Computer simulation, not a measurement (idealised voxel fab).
process module | voxel capacitor over wiring
cross-section cut | 245 nm wide | cells 5 nm
A cross-section is a grid of square cells, given in bands from the top down. A band is one or more rows of cells.
Each band's line starts with the height of the band's top and of its bottom, in nm. Then come its materials from left to right, each with its width in nm. One material with "throughout" fills the band from edge to edge. "air" is empty space.
Height 0 is the level under which the wafer as received is all one material. The lowest band goes on downwards, as in "0 down".
A width such as "30 to 40" changes by the same amount from each row of cells to the next, from the band's top row to its bottom row.
"no change" after a step means that no cell of the cross-section changed.
closed voids: empty space of 8 cells or more with no open way to the top, each as width x height at its distance from the left edge, in nm
after a step's settings: what the simulator itself notes on the step
overlay nm, on a step with a mask: how far to the right of its planned place the mask lay; to the left if negative
Each pair below shows a cross-section before one step and the cross-section after it, down to the lowest band that changed. The line under each pair gives the step between them, with its settings. The pairs can come from different runs of this module on the same starting wafer, so a pair continues from the pair above only where its "before" says so.
before
  70 to 60: aC throughout
  60 to 40: lowk throughout
  40 to 35: SiCN throughout
  35 to 30: SiCN 55 | Ru 40 | SiCN 55 | Ru 40 | SiCN 55
  30 to 15: SiO2 60 | TiN 5 | W 20 | TiN 5 | SiO2 65 | TiN 5 | W 20 | TiN 5 | SiO2 60
  15 to 10: SiN 60 | TiN 30 | SiN 65 | TiN 30 | SiN 60
  10 to 0: SiO2 throughout
  0 down: Si throughout
  closed voids: none
after
  100 to 70: resist 75 | air 20 | resist 150
  below 70: unchanged
  closed voids: none
the step between: op PATTERN | tone open | mask id PLUG_1 | material resist | width nm 20 | thk nm 30 | overlay nm 0
before: the cross-section after the pair above
after
  90 to 70: resist 75 | air 20 | resist 150
  70 to 60: aC 75 | air 20 | aC 150
  below 60: unchanged
  closed voids: none
the step between: op DIRECTIONAL_ETCH | etch materials aC | depth nm 10
before: the cross-section after the pair above
after
  70 to 60: aC 75 | air 20 | aC 150
  below 60: unchanged
  closed voids: none
the step between: op STRIP | etch materials resist
before: the cross-section after the pair above
after
  70 to 60: aC 75 | air 20 | aC 150
  60 to 40: lowk 75 | air 20 | lowk 150
  below 40: unchanged
  closed voids: none
the step between: op DIRECTIONAL_ETCH | etch materials lowk | depth nm 20
before: the cross-section after the pair above
after
  70 to 60: aC 75 | air 20 | aC 150
  60 to 40: lowk 75 | air 20 | lowk 150
  40 to 35: SiCN 75 | air 20 | SiCN 150
  below 35: unchanged
  closed voids: none
the step between: op DIRECTIONAL_ETCH | etch materials SiCN | depth nm 5
before: the cross-section after the pair above
after
  60 to 40: lowk 75 | air 20 | lowk 150
  below 40: unchanged
  closed voids: none
the step between: op STRIP | etch materials aC
before: the cross-section after the pair above
after
  60 to 45: lowk 75 | air 20 | lowk 150
  45 to 40: lowk 75 | Ru 20 | lowk 150
  40 to 35: SiCN 75 | Ru 20 | SiCN 150
  below 35: unchanged
  closed voids: none
the step between: op EPI | material Ru | thk nm 10
before: the cross-section after the pair above
after
  60 to 55: lowk 75 | air 20 | lowk 150
  55 to 40: lowk 75 | Ru 20 | lowk 150
  below 40: unchanged
  closed voids: none
the step between: op EPI | material Ru | thk nm 10
before: the cross-section after the pair above
after
  60 to 40: lowk 75 | Ru 20 | lowk 150
  below 40: unchanged
  closed voids: none
the step between: op EPI | material Ru | thk nm 5
before: the cross-section after the pair above
after
  65 to 60: TiN throughout
  below 60: unchanged
  closed voids: none
the step between: op DIRECTIONAL_DEP | material TiN | thk nm 5
before: the cross-section after the pair above
after
  70 to 65: Al2O3 throughout
  below 65: unchanged
  closed voids: none
the step between: op DIRECTIONAL_DEP | material Al2O3 | thk nm 5
before: the cross-section after the pair above
after
  75 to 70: TiN throughout
  below 70: unchanged
  closed voids: none
the step between: op DIRECTIONAL_DEP | material TiN | thk nm 5
before: the cross-section after the pair above
after
  95 to 75: air 75 | resist 70 | air 100
  below 75: unchanged
  closed voids: none
the step between: op PATTERN | tone cover | mask id UPPER_PLATE | material resist | width nm 70 | thk nm 20 | overlay nm 0
before: the cross-section after the pair above
after
  95 to 75: air 75 | resist 70 | air 100
  75 to 70: air 75 | TiN 70 | air 100
  below 70: unchanged
  closed voids: none
the step between: op DIRECTIONAL_ETCH | etch materials TiN | depth nm 5
before: the cross-section after the pair above
after
  95 to 75: air 75 | resist 70 | air 100
  75 to 70: air 75 | TiN 70 | air 100
  70 to 65: air 75 | Al2O3 70 | air 100
  below 65: unchanged
  closed voids: none
the step between: op DIRECTIONAL_ETCH | etch materials Al2O3 | depth nm 5
before: the cross-section after the pair above
after
  75 to 70: air 75 | TiN 70 | air 100
  below 70: unchanged
  closed voids: none
the step between: op STRIP | etch materials resist
before: the cross-section after the pair above
after
  85 to 75: air 75 | aC 70 | air 100
  75 to 70: aC 75 | TiN 70 | aC 100
  70 to 65: aC 75 | Al2O3 70 | aC 100
  below 65: unchanged
  closed voids: none
the step between: op DIRECTIONAL_DEP | material aC | thk nm 10
before: the cross-section after the pair above
after
  115 to 85: air 70 | resist 80 | air 95
  85 to 75: air 70 | resist 5 | aC 70 | resist 5 | air 95
  below 75: unchanged
  closed voids: none
the step between: op PATTERN | tone cover | mask id LOWER_PLATE | material resist | width nm 80 | thk nm 30 | overlay nm 0
before: the cross-section after the pair above
after
  105 to 85: air 70 | resist 80 | air 95
  85 to 75: air 70 | resist 5 | aC 70 | resist 5 | air 95
  75 to 70: air 70 | aC 5 | TiN 70 | aC 5 | air 95
  70 to 65: air 70 | aC 5 | Al2O3 70 | aC 5 | air 95
  below 65: unchanged
  closed voids: none
the step between: op DIRECTIONAL_ETCH | etch materials aC | depth nm 10
before: the cross-section after the pair above
after
  85 to 75: air 75 | aC 70 | air 100
  below 75: unchanged
  closed voids: none
the step between: op STRIP | etch materials resist
before: the cross-section after the pair above
after
  85 to 75: air 75 | aC 70 | air 100
  75 to 70: air 70 | aC 5 | TiN 70 | aC 5 | air 95
  70 to 65: air 70 | aC 5 | Al2O3 70 | aC 5 | air 95
  65 to 60: air 70 | TiN 80 | air 95
  below 60: unchanged
  closed voids: none
the step between: op DIRECTIONAL_ETCH | etch materials TiN | depth nm 5
before: the cross-section after the pair above
after
  75 to 70: air 75 | TiN 70 | air 100
  70 to 65: air 75 | Al2O3 70 | air 100
  below 65: unchanged
  closed voids: none
the step between: op STRIP | etch materials aC
before: the cross-section after the pair above
after
  90 to 75: SiO2 throughout
  75 to 70: SiO2 75 | TiN 70 | SiO2 100
  70 to 65: SiO2 75 | Al2O3 70 | SiO2 100
  65 to 60: SiO2 70 | TiN 80 | SiO2 95
  below 60: unchanged
  closed voids: none
the step between: op FILL_DEP | material SiO2 | thk nm 15
before: the cross-section after the pair above
after
  85 to 75: SiO2 throughout
  below 75: unchanged
  closed voids: none
the step between: op CMP | height nm 85
before: the cross-section after the pair above
after
  100 to 85: resist 85 | air 15 | resist 145
  below 85: unchanged
  closed voids: none
the step between: op PATTERN | tone open | mask id PLUG_2 | material resist | width nm 15 | thk nm 15 | overlay nm 0
before: the cross-section after the pair above
after
  100 to 85: resist 85 | air 15 | resist 145
  85 to 75: SiO2 85 | air 15 | SiO2 145
  below 75: unchanged
  closed voids: none
the step between: op DIRECTIONAL_ETCH | etch materials SiO2 | depth nm 10
before: the cross-section after the pair above
after
  85 to 75: SiO2 85 | air 15 | SiO2 145
  below 75: unchanged
  closed voids: none
the step between: op STRIP | etch materials resist
before: the cross-section after the pair above
after
  90 to 85: TiN 90 | air 5 | TiN 150
  85 to 80: SiO2 85 | TiN 5 | air 5 | TiN 5 | SiO2 145
  80 to 70: SiO2 85 to 75 | TiN 15 to 70 | SiO2 145 to 100
  below 70: unchanged
  closed voids: none
the step between: op CONFORMAL_DEP | material TiN | thk nm 5
before: the cross-section after the pair above
after
  95 to 90: Cu throughout
  90 to 85: TiN 90 | Cu 5 | TiN 150
  85 to 80: SiO2 85 | TiN 5 | Cu 5 | TiN 5 | SiO2 145
  below 80: unchanged
  closed voids: none
the step between: op FILL_DEP | material Cu | thk nm 5
before: the cross-section after the pair above
after
  85 to 80: SiO2 85 | TiN 5 | Cu 5 | TiN 5 | SiO2 145
  below 80: unchanged
  closed voids: none
the step between: op CMP | height nm 85
before: the cross-section after the pair above
after
  90 to 85: SiCN throughout
  below 85: unchanged
  closed voids: none
the step between: op CONFORMAL_DEP | material SiCN | thk nm 5
before
  30 to 15: SiO2 throughout
  15 to 10: SiN throughout
  10 to 0: SiO2 throughout
  0 down: Si throughout
  closed voids: none
after
  50 to 30: resist 65 | air 30 | resist 65 | air 30 | resist 55
  below 30: unchanged
  closed voids: none
the step between: op PATTERN | tone open | mask id METAL_1 | material resist | width nm 30 | pitch nm 95 | thk nm 20 | overlay nm 5
before: the cross-section after the pair above
after
  50 to 30: resist 65 | air 30 | resist 65 | air 30 | resist 55
  30 to 15: SiO2 65 | air 30 | SiO2 65 | air 30 | SiO2 55
  below 15: unchanged
  closed voids: none
the step between: op DIRECTIONAL_ETCH | etch materials SiO2 | depth nm 15
before: the cross-section after the pair above
after
  50 to 30: resist 65 | air 30 | resist 65 | air 30 | resist 55
  30 to 15: SiO2 65 | air 30 | SiO2 65 | air 30 | SiO2 55
  15 to 10: SiN 65 | air 30 | SiN 65 | air 30 | SiN 55
  below 10: unchanged
  closed voids: none
the step between: op DIRECTIONAL_ETCH | etch materials SiN | depth nm 5
before: the cross-section after the pair above
after
  30 to 15: SiO2 65 | air 30 | SiO2 65 | air 30 | SiO2 55
  below 15: unchanged
  closed voids: none
the step between: op STRIP | etch materials resist
before: the cross-section after the pair above
after
  35 to 30: TiN 70 | air 20 | TiN 75 | air 20 | TiN 60
  30 to 15: SiO2 65 | TiN 5 | air 20 | TiN 5 | SiO2 65 | TiN 5 | air 20 | TiN 5 | SiO2 55
  15 to 10: SiN 65 | TiN 30 | SiN 65 | TiN 30 | SiN 55
  below 10: unchanged
  closed voids: none
the step between: op CONFORMAL_DEP | material TiN | thk nm 5
before: the cross-section after the pair above
after
  40 to 35: W throughout
  35 to 30: TiN 70 | W 20 | TiN 75 | W 20 | TiN 60
  30 to 15: SiO2 65 | TiN 5 | W 20 | TiN 5 | SiO2 65 | TiN 5 | W 20 | TiN 5 | SiO2 55
  below 15: unchanged
  closed voids: none
the step between: op FILL_DEP | material W | thk nm 5
before: the cross-section after the pair above
after
  30 to 15: SiO2 65 | TiN 5 | W 20 | TiN 5 | SiO2 65 | TiN 5 | W 20 | TiN 5 | SiO2 55
  below 15: unchanged
  closed voids: none
the step between: op CMP | height nm 30
before: the cross-section after the pair above
after
  35 to 30: air 60 | Ru 40 | air 55 | Ru 40 | air 50
  below 30: unchanged
  closed voids: none
the step between: op EPI | material Ru | thk nm 5
before: the cross-section after the pair above
after
  40 to 35: SiCN throughout
  35 to 30: SiCN 60 | Ru 40 | SiCN 55 | Ru 40 | SiCN 50
  below 30: unchanged
  closed voids: none
the step between: op FILL_DEP | material SiCN | thk nm 5
before: the cross-section after the pair above
after
  60 to 40: lowk throughout
  below 40: unchanged
  closed voids: none
the step between: op DIRECTIONAL_DEP | material lowk | thk nm 20
before: the cross-section after the pair above
after
  70 to 60: aC throughout
  below 60: unchanged
  closed voids: none
the step between: op DIRECTIONAL_DEP | material aC | thk nm 10
before: the cross-section after the pair above
after
  100 to 70: resist 75 | air 15 | resist 155
  below 70: unchanged
  closed voids: none
the step between: op PATTERN | tone open | mask id PLUG_1 | material resist | width nm 15 | thk nm 30 | overlay nm 0
before: the cross-section after the pair above
after
  90 to 70: resist 75 | air 15 | resist 155
  70 to 60: aC 75 | air 15 | aC 155
  below 60: unchanged
  closed voids: none
the step between: op DIRECTIONAL_ETCH | etch materials aC | depth nm 10
before: the cross-section after the pair above
after
  70 to 60: aC 75 | air 15 | aC 155
  below 60: unchanged
  closed voids: none
the step between: op STRIP | etch materials resist
before: the cross-section after the pair above
after
  70 to 60: aC 75 | air 15 | aC 155
  60 to 40: lowk 75 | air 15 | lowk 155
  below 40: unchanged
  closed voids: none
the step between: op DIRECTIONAL_ETCH | etch materials lowk | depth nm 20
before: the cross-section after the pair above
after
  70 to 60: aC 75 | air 15 | aC 155
  60 to 40: lowk 75 | air 15 | lowk 155
  40 to 35: SiCN 75 | air 15 | SiCN 155
  below 35: unchanged
  closed voids: none
the step between: op DIRECTIONAL_ETCH | etch materials SiCN | depth nm 5
before: the cross-section after the pair above
after
  60 to 40: lowk 75 | air 15 | lowk 155
  below 40: unchanged
  closed voids: none
the step between: op STRIP | etch materials aC
before: the cross-section after the pair above
after
  60 to 45: lowk 75 | air 15 | lowk 155
  45 to 40: lowk 75 | Ru 15 | lowk 155
  40 to 35: SiCN 75 | Ru 15 | SiCN 155
  below 35: unchanged
  closed voids: none
the step between: op EPI | material Ru | thk nm 10
before: the cross-section after the pair above
after
  60 to 55: lowk 75 | air 15 | lowk 155
  55 to 40: lowk 75 | Ru 15 | lowk 155
  below 40: unchanged
  closed voids: none
the step between: op EPI | material Ru | thk nm 10
before: the cross-section after the pair above
after
  60 to 40: lowk 75 | Ru 15 | lowk 155
  below 40: unchanged
  closed voids: none
the step between: op EPI | material Ru | thk nm 5
before: the cross-section after the pair above
after
  65 to 60: TiN throughout
  below 60: unchanged
  closed voids: none
the step between: op DIRECTIONAL_DEP | material TiN | thk nm 5
before: the cross-section after the pair above
after
  70 to 65: Al2O3 throughout
  below 65: unchanged
  closed voids: none
the step between: op DIRECTIONAL_DEP | material Al2O3 | thk nm 5
before: the cross-section after the pair above
after
  75 to 70: TiN throughout
  below 70: unchanged
  closed voids: none
the step between: op DIRECTIONAL_DEP | material TiN | thk nm 5
before: the cross-section after the pair above
after
  95 to 75: air 75 | resist 70 | air 100
  below 75: unchanged
  closed voids: none
the step between: op PATTERN | tone cover | mask id UPPER_PLATE | material resist | width nm 70 | thk nm 20 | overlay nm 0
before: the cross-section after the pair above
after
  95 to 75: air 75 | resist 70 | air 100
  75 to 70: air 75 | TiN 70 | air 100
  below 70: unchanged
  closed voids: none
the step between: op DIRECTIONAL_ETCH | etch materials TiN | depth nm 5
before: the cross-section after the pair above
after
  95 to 75: air 75 | resist 70 | air 100
  75 to 70: air 75 | TiN 70 | air 100
  70 to 65: air 75 | Al2O3 70 | air 100
  below 65: unchanged
  closed voids: none
the step between: op DIRECTIONAL_ETCH | etch materials Al2O3 | depth nm 5
before: the cross-section after the pair above
after
  75 to 70: air 75 | TiN 70 | air 100
  below 70: unchanged
  closed voids: none
the step between: op STRIP | etch materials resist
before: the cross-section after the pair above
after
  85 to 75: air 75 | aC 70 | air 100
  75 to 70: aC 75 | TiN 70 | aC 100
  70 to 65: aC 75 | Al2O3 70 | aC 100
  below 65: unchanged
  closed voids: none
the step between: op DIRECTIONAL_DEP | material aC | thk nm 10
before: the cross-section after the pair above
after
  115 to 85: air 70 | resist 80 | air 95
  85 to 75: air 70 | resist 5 | aC 70 | resist 5 | air 95
  below 75: unchanged
  closed voids: none
the step between: op PATTERN | tone cover | mask id LOWER_PLATE | material resist | width nm 80 | thk nm 30 | overlay nm 0
before: the cross-section after the pair above
after
  105 to 85: air 70 | resist 80 | air 95
  85 to 75: air 70 | resist 5 | aC 70 | resist 5 | air 95
  75 to 70: air 70 | aC 5 | TiN 70 | aC 5 | air 95
  70 to 65: air 70 | aC 5 | Al2O3 70 | aC 5 | air 95
  below 65: unchanged
  closed voids: none
the step between: op DIRECTIONAL_ETCH | etch materials aC | depth nm 10
before: the cross-section after the pair above
after
  85 to 75: air 75 | aC 70 | air 100
  below 75: unchanged
  closed voids: none
the step between: op STRIP | etch materials resist
before: the cross-section after the pair above
after
  85 to 75: air 75 | aC 70 | air 100
  75 to 70: air 70 | aC 5 | TiN 70 | aC 5 | air 95
  70 to 65: air 70 | aC 5 | Al2O3 70 | aC 5 | air 95
  65 to 60: air 70 | TiN 80 | air 95
  below 60: unchanged
  closed voids: none
the step between: op DIRECTIONAL_ETCH | etch materials TiN | depth nm 5
before: the cross-section after the pair above
after
  75 to 70: air 75 | TiN 70 | air 100
  70 to 65: air 75 | Al2O3 70 | air 100
  below 65: unchanged
  closed voids: none
the step between: op STRIP | etch materials aC
before: the cross-section after the pair above
after
  90 to 75: SiO2 throughout
  75 to 70: SiO2 75 | TiN 70 | SiO2 100
  70 to 65: SiO2 75 | Al2O3 70 | SiO2 100
  65 to 60: SiO2 70 | TiN 80 | SiO2 95
  below 60: unchanged
  closed voids: none
the step between: op FILL_DEP | material SiO2 | thk nm 15
before: the cross-section after the pair above
after
  85 to 75: SiO2 throughout
  below 75: unchanged
  closed voids: none
the step between: op CMP | height nm 85
before: the cross-section after the pair above
after
  100 to 85: resist 85 | air 15 | resist 145
  below 85: unchanged
  closed voids: none
the step between: op PATTERN | tone open | mask id PLUG_2 | material resist | width nm 15 | thk nm 15 | overlay nm 0
before: the cross-section after the pair above
after
  100 to 85: resist 85 | air 15 | resist 145
  85 to 75: SiO2 85 | air 15 | SiO2 145
  below 75: unchanged
  closed voids: none
the step between: op DIRECTIONAL_ETCH | etch materials SiO2 | depth nm 10
before: the cross-section after the pair above
after
  85 to 75: SiO2 85 | air 15 | SiO2 145
  below 75: unchanged
  closed voids: none
the step between: op STRIP | etch materials resist
before: the cross-section after the pair above
after
  90 to 85: TiN 90 | air 5 | TiN 150
  85 to 80: SiO2 85 | TiN 5 | air 5 | TiN 5 | SiO2 145
  80 to 70: SiO2 85 to 75 | TiN 15 to 70 | SiO2 145 to 100
  below 70: unchanged
  closed voids: none
the step between: op CONFORMAL_DEP | material TiN | thk nm 5
before: the cross-section after the pair above
after
  95 to 90: Cu throughout
  90 to 85: TiN 90 | Cu 5 | TiN 150
  85 to 80: SiO2 85 | TiN 5 | Cu 5 | TiN 5 | SiO2 145
  below 80: unchanged
  closed voids: none
the step between: op FILL_DEP | material Cu | thk nm 5
before: the cross-section after the pair above
after
  85 to 80: SiO2 85 | TiN 5 | Cu 5 | TiN 5 | SiO2 145
  below 80: unchanged
  closed voids: none
the step between: op CMP | height nm 85
before: the cross-section after the pair above
after
  90 to 85: SiCN throughout
  below 85: unchanged
  closed voids: none
the step between: op CONFORMAL_DEP | material SiCN | thk nm 5
before
  40 to 35: SiCN throughout
  35 to 30: SiCN 55 | Ru 40 | SiCN 55 | Ru 40 | SiCN 55
  30 to 15: SiO2 60 | TiN 5 | W 20 | TiN 5 | SiO2 65 | TiN 5 | W 20 | TiN 5 | SiO2 60
  15 to 10: SiN 60 | TiN 30 | SiN 65 | TiN 30 | SiN 60
  10 to 0: SiO2 throughout
  0 down: Si throughout
  closed voids: none
after
  60 to 40: Ru throughout
  below 40: unchanged
  closed voids: none
the step between: op DIRECTIONAL_DEP | material Ru | thk nm 20
before: the cross-section after the pair above
after
  70 to 60: aC throughout
  below 60: unchanged
  closed voids: none
the step between: op DIRECTIONAL_DEP | material aC | thk nm 10
before: the cross-section after the pair above
after
  100 to 70: resist 75 | air 15 | resist 155
  below 70: unchanged
  closed voids: none
the step between: op PATTERN | tone open | mask id PLUG_1 | material resist | width nm 15 | thk nm 30 | overlay nm 0
before: the cross-section after the pair above
after
  90 to 70: resist 75 | air 15 | resist 155
  70 to 60: aC 75 | air 15 | aC 155
  below 60: unchanged
  closed voids: none
the step between: op DIRECTIONAL_ETCH | etch materials aC | depth nm 10
before: the cross-section after the pair above
after
  70 to 60: aC 75 | air 15 | aC 155
  below 60: unchanged
  closed voids: none
the step between: op STRIP | etch materials resist
before: the cross-section after the pair above
after
  60 to 40: Ru throughout
  below 40: unchanged
  closed voids: none
the step between: op STRIP | etch materials aC
before: the cross-section after the pair above
after
  70 to 40: Ru throughout
  below 40: unchanged
  closed voids: none
the step between: op EPI | material Ru | thk nm 10
before: the cross-section after the pair above
after
  80 to 40: Ru throughout
  below 40: unchanged
  closed voids: none
the step between: op EPI | material Ru | thk nm 10
before: the cross-section after the pair above
after
  85 to 40: Ru throughout
  below 40: unchanged
  closed voids: none
the step between: op EPI | material Ru | thk nm 5
before: the cross-section after the pair above
after
  90 to 85: TiN throughout
  below 85: unchanged
  closed voids: none
the step between: op DIRECTIONAL_DEP | material TiN | thk nm 5
before: the cross-section after the pair above
after
  95 to 90: Al2O3 throughout
  below 90: unchanged
  closed voids: none
the step between: op DIRECTIONAL_DEP | material Al2O3 | thk nm 5
before: the cross-section after the pair above
after
  100 to 95: TiN throughout
  below 95: unchanged
  closed voids: none
the step between: op DIRECTIONAL_DEP | material TiN | thk nm 5
before: the cross-section after the pair above
after
  120 to 100: air 75 | resist 70 | air 100
  below 100: unchanged
  closed voids: none
the step between: op PATTERN | tone cover | mask id UPPER_PLATE | material resist | width nm 70 | thk nm 20 | overlay nm 0
before: the cross-section after the pair above
after
  120 to 100: air 75 | resist 70 | air 100
  100 to 95: air 75 | TiN 70 | air 100
  below 95: unchanged
  closed voids: none
the step between: op DIRECTIONAL_ETCH | etch materials TiN | depth nm 5
before: the cross-section after the pair above
after
  120 to 100: air 75 | resist 70 | air 100
  100 to 95: air 75 | TiN 70 | air 100
  95 to 90: air 75 | Al2O3 70 | air 100
  below 90: unchanged
  closed voids: none
the step between: op DIRECTIONAL_ETCH | etch materials Al2O3 | depth nm 5
before: the cross-section after the pair above
after
  100 to 95: air 75 | TiN 70 | air 100
  below 95: unchanged
  closed voids: none
the step between: op STRIP | etch materials resist
before: the cross-section after the pair above
after
  110 to 100: air 75 | aC 70 | air 100
  100 to 95: aC 75 | TiN 70 | aC 100
  95 to 90: aC 75 | Al2O3 70 | aC 100
  below 90: unchanged
  closed voids: none
the step between: op DIRECTIONAL_DEP | material aC | thk nm 10
before: the cross-section after the pair above
after
  140 to 110: air 70 | resist 80 | air 95
  110 to 100: air 70 | resist 5 | aC 70 | resist 5 | air 95
  below 100: unchanged
  closed voids: none
the step between: op PATTERN | tone cover | mask id LOWER_PLATE | material resist | width nm 80 | thk nm 30 | overlay nm 0
before: the cross-section after the pair above
after
  130 to 110: air 70 | resist 80 | air 95
  110 to 100: air 70 | resist 5 | aC 70 | resist 5 | air 95
  100 to 95: air 70 | aC 5 | TiN 70 | aC 5 | air 95
  95 to 90: air 70 | aC 5 | Al2O3 70 | aC 5 | air 95
  below 90: unchanged
  closed voids: none
the step between: op DIRECTIONAL_ETCH | etch materials aC | depth nm 10
before: the cross-section after the pair above
after
  110 to 100: air 75 | aC 70 | air 100
  below 100: unchanged
  closed voids: none
the step between: op STRIP | etch materials resist
before: the cross-section after the pair above
after
  110 to 100: air 75 | aC 70 | air 100
  100 to 95: air 70 | aC 5 | TiN 70 | aC 5 | air 95
  95 to 90: air 70 | aC 5 | Al2O3 70 | aC 5 | air 95
  90 to 85: air 70 | TiN 80 | air 95
  below 85: unchanged
  closed voids: none
the step between: op DIRECTIONAL_ETCH | etch materials TiN | depth nm 5
before: the cross-section after the pair above
after
  100 to 95: air 75 | TiN 70 | air 100
  95 to 90: air 75 | Al2O3 70 | air 100
  below 90: unchanged
  closed voids: none
the step between: op STRIP | etch materials aC
before: the cross-section after the pair above
after
  115 to 100: SiO2 throughout
  100 to 95: SiO2 75 | TiN 70 | SiO2 100
  95 to 90: SiO2 75 | Al2O3 70 | SiO2 100
  90 to 85: SiO2 70 | TiN 80 | SiO2 95
  below 85: unchanged
  closed voids: none
the step between: op FILL_DEP | material SiO2 | thk nm 15
before: the cross-section after the pair above
after
  85 to 40: Ru throughout
  below 40: unchanged
  closed voids: none
the step between: op CMP | height nm 85
before: the cross-section after the pair above
after
  100 to 85: resist 85 | air 15 | resist 145
  below 85: unchanged
  closed voids: none
the step between: op PATTERN | tone open | mask id PLUG_2 | material resist | width nm 15 | thk nm 15 | overlay nm 0
before: the cross-section after the pair above
after
  85 to 40: Ru throughout
  below 40: unchanged
  closed voids: none
the step between: op STRIP | etch materials resist
before: the cross-section after the pair above
after
  90 to 85: TiN throughout
  below 85: unchanged
  closed voids: none
the step between: op CONFORMAL_DEP | material TiN | thk nm 5
before: the cross-section after the pair above
after
  95 to 90: Cu throughout
  below 90: unchanged
  closed voids: none
the step between: op FILL_DEP | material Cu | thk nm 5
before: the cross-section after the pair above
after
  85 to 40: Ru throughout
  below 40: unchanged
  closed voids: none
the step between: op CMP | height nm 85
before: the cross-section after the pair above
after
  90 to 85: SiCN throughout
  below 85: unchanged
  closed voids: none
the step between: op CONFORMAL_DEP | material SiCN | thk nm 5
before
  30 to 15: SiO2 throughout
  15 to 10: SiN throughout
  10 to 0: SiO2 throughout
  0 down: Si throughout
  closed voids: none
after
  50 to 30: air 60 | resist 30 | air 65 | resist 30 | air 60
  below 30: unchanged
  closed voids: none
the step between: op PATTERN | tone cover | mask id METAL_1 | material resist | width nm 30 | pitch nm 95 | thk nm 20 | overlay nm 0
before: the cross-section after the pair above
after
  50 to 30: air 60 | resist 30 | air 65 | resist 30 | air 60
  30 to 15: air 60 | SiO2 30 | air 65 | SiO2 30 | air 60
  below 15: unchanged
  closed voids: none
the step between: op DIRECTIONAL_ETCH | etch materials SiO2 | depth nm 15
before: the cross-section after the pair above
after
  50 to 30: air 60 | resist 30 | air 65 | resist 30 | air 60
  30 to 15: air 60 | SiO2 30 | air 65 | SiO2 30 | air 60
  15 to 10: air 60 | SiN 30 | air 65 | SiN 30 | air 60
  below 10: unchanged
  closed voids: none
the step between: op DIRECTIONAL_ETCH | etch materials SiN | depth nm 5
before: the cross-section after the pair above
after
  30 to 15: air 60 | SiO2 30 | air 65 | SiO2 30 | air 60
  below 15: unchanged
  closed voids: none
the step between: op STRIP | etch materials resist
before: the cross-section after the pair above
after
  35 to 30: air 55 | TiN 40 | air 55 | TiN 40 | air 55
  30 to 15: air 55 | TiN 5 | SiO2 30 | TiN 5 | air 55 | TiN 5 | SiO2 30 | TiN 5 | air 55
  15 to 10: TiN 60 | SiN 30 | TiN 65 | SiN 30 | TiN 60
  below 10: unchanged
  closed voids: none
the step between: op CONFORMAL_DEP | material TiN | thk nm 5
before: the cross-section after the pair above
after
  40 to 35: W throughout
  35 to 30: W 55 | TiN 40 | W 55 | TiN 40 | W 55
  30 to 15: W 55 | TiN 5 | SiO2 30 | TiN 5 | W 55 | TiN 5 | SiO2 30 | TiN 5 | W 55
  below 15: unchanged
  closed voids: none
the step between: op FILL_DEP | material W | thk nm 5
before: the cross-section after the pair above
after
  30 to 15: W 55 | TiN 5 | SiO2 30 | TiN 5 | W 55 | TiN 5 | SiO2 30 | TiN 5 | W 55
  below 15: unchanged
  closed voids: none
the step between: op CMP | height nm 30
before: the cross-section after the pair above
after
  35 to 30: Ru 65 | air 20 | Ru 75 | air 20 | Ru 65
  below 30: unchanged
  closed voids: none
the step between: op EPI | material Ru | thk nm 5
before: the cross-section after the pair above
after
  40 to 35: SiCN throughout
  35 to 30: Ru 65 | SiCN 20 | Ru 75 | SiCN 20 | Ru 65
  below 30: unchanged
  closed voids: none
the step between: op FILL_DEP | material SiCN | thk nm 5
before: the cross-section after the pair above
after
  60 to 40: lowk throughout
  below 40: unchanged
  closed voids: none
the step between: op DIRECTIONAL_DEP | material lowk | thk nm 20
before: the cross-section after the pair above
after
  70 to 60: aC throughout
  below 60: unchanged
  closed voids: none
the step between: op DIRECTIONAL_DEP | material aC | thk nm 10
before: the cross-section after the pair above
after
  100 to 70: resist 75 | air 15 | resist 155
  below 70: unchanged
  closed voids: none
the step between: op PATTERN | tone open | mask id PLUG_1 | material resist | width nm 15 | thk nm 30 | overlay nm 0
before: the cross-section after the pair above
after
  90 to 70: resist 75 | air 15 | resist 155
  70 to 60: aC 75 | air 15 | aC 155
  below 60: unchanged
  closed voids: none
the step between: op DIRECTIONAL_ETCH | etch materials aC | depth nm 10
before: the cross-section after the pair above
after
  70 to 60: aC 75 | air 15 | aC 155
  below 60: unchanged
  closed voids: none
the step between: op STRIP | etch materials resist
before: the cross-section after the pair above
after
  70 to 60: aC 75 | air 15 | aC 155
  60 to 40: lowk 75 | air 15 | lowk 155
  below 40: unchanged
  closed voids: none
the step between: op DIRECTIONAL_ETCH | etch materials lowk | depth nm 20
before: the cross-section after the pair above
after
  70 to 60: aC 75 | air 15 | aC 155
  60 to 40: lowk 75 | air 15 | lowk 155
  40 to 35: SiCN 75 | air 15 | SiCN 155
  below 35: unchanged
  closed voids: none
the step between: op DIRECTIONAL_ETCH | etch materials SiCN | depth nm 5
before: the cross-section after the pair above
after
  60 to 40: lowk 75 | air 15 | lowk 155
  below 40: unchanged
  closed voids: none
the step between: op STRIP | etch materials aC
before: the cross-section after the pair above
after
  60 to 45: lowk 75 | air 15 | lowk 155
  45 to 40: lowk 75 | Ru 15 | lowk 155
  40 to 35: SiCN 75 | Ru 15 | SiCN 155
  below 35: unchanged
  closed voids: none
the step between: op EPI | material Ru | thk nm 10
before: the cross-section after the pair above
after
  60 to 55: lowk 75 | air 15 | lowk 155
  55 to 40: lowk 75 | Ru 15 | lowk 155
  below 40: unchanged
  closed voids: none
the step between: op EPI | material Ru | thk nm 10
before: the cross-section after the pair above
after
  60 to 40: lowk 75 | Ru 15 | lowk 155
  below 40: unchanged
  closed voids: none
the step between: op EPI | material Ru | thk nm 5
before: the cross-section after the pair above
after
  65 to 60: TiN throughout
  below 60: unchanged
  closed voids: none
the step between: op DIRECTIONAL_DEP | material TiN | thk nm 5
before: the cross-section after the pair above
after
  70 to 65: Al2O3 throughout
  below 65: unchanged
  closed voids: none
the step between: op DIRECTIONAL_DEP | material Al2O3 | thk nm 5
before: the cross-section after the pair above
after
  75 to 70: TiN throughout
  below 70: unchanged
  closed voids: none
the step between: op DIRECTIONAL_DEP | material TiN | thk nm 5
before: the cross-section after the pair above
after
  95 to 75: air 75 | resist 70 | air 100
  below 75: unchanged
  closed voids: none
the step between: op PATTERN | tone cover | mask id UPPER_PLATE | material resist | width nm 70 | thk nm 20 | overlay nm 0
before: the cross-section after the pair above
after
  95 to 75: air 75 | resist 70 | air 100
  75 to 70: air 75 | TiN 70 | air 100
  below 70: unchanged
  closed voids: none
the step between: op DIRECTIONAL_ETCH | etch materials TiN | depth nm 5
before: the cross-section after the pair above
after
  95 to 75: air 75 | resist 70 | air 100
  75 to 70: air 75 | TiN 70 | air 100
  70 to 65: air 75 | Al2O3 70 | air 100
  below 65: unchanged
  closed voids: none
the step between: op DIRECTIONAL_ETCH | etch materials Al2O3 | depth nm 5
before: the cross-section after the pair above
after
  75 to 70: air 75 | TiN 70 | air 100
  below 70: unchanged
  closed voids: none
the step between: op STRIP | etch materials resist
